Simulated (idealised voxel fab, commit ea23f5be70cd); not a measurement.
voxel lift off: a process module
Section cut is 215 nm wide and gridded with 5 nm square cells.
We lay out every cross-section as a grid of square cells and spell it out in bands from the top down, where one band means one or more rows of cells. Read a band's entry like this: the first values are the height of its top and the height of its bottom in nm, and what follows is the sequence of materials from left to right, each with its width in nm. Note that "air" is empty space, and that a single material marked "all across" reaches across the band from edge to edge. For the purposes of this specification, 0 denotes the height below which the wafer in its as-received condition is composed wholly of one material, and the lowermost band, lacking a lower limit, extends downward without end, as expressed in "from 0 down". Top row gets the first number, bottom row gets the second, and each row in between changes by the same step: that is how a band width like "30..40" works. "identical to before" after a step means that no cell of the cross-section changed. For the entry "Unvented cavities", the listed items are empty spaces with no open way to the top whose size is 8 cells or more; each item follows the pattern width x height at distance, where distance is from the left edge and all three are in nm. Note: text after step settings on the step line = simulator remark on that step. overlay nm: on a step with a mask, how far right of its planned place the mask lay; negative means left.

Listed below are the process steps as planned:
1. RECEIVE, material Si
2. CONFORMAL_DEP, material Al2O3, thk nm 5
3. PATTERN, tone open, mask id LINES, material resist, width nm 15, pitch nm 45, thk nm 20, overlay nm 0
4. DIRECTIONAL_DEP, material Ru, thk nm 10
5. STRIP, etch materials resist
6. CONFORMAL_DEP, material SiCN, thk nm 10

As received (post step 1): cross-section:
from 0 down: Si all across
Unvented cavities: none

This is how the wafer looks in cross-section once the module is done, given the starting state and plan above and one mistake in carrying the plan out:
from 25 to 15: SiCN all across
from 15 to 5: Ru 55 nm, then SiCN 15 nm, then Ru 30 nm, then SiCN 15 nm, then Ru 30 nm, then SiCN 15 nm, then Ru 55 nm
from 5 to 0: Al2O3 all across
from 0 down: Si all across
Unvented cavities: none
Where did the run depart from the plan? step 3 deviated from plan and actually ran as PATTERN, tone cover, mask id LINES, material resist, width nm 15, pitch nm 45, thk nm 20, overlay nm 0
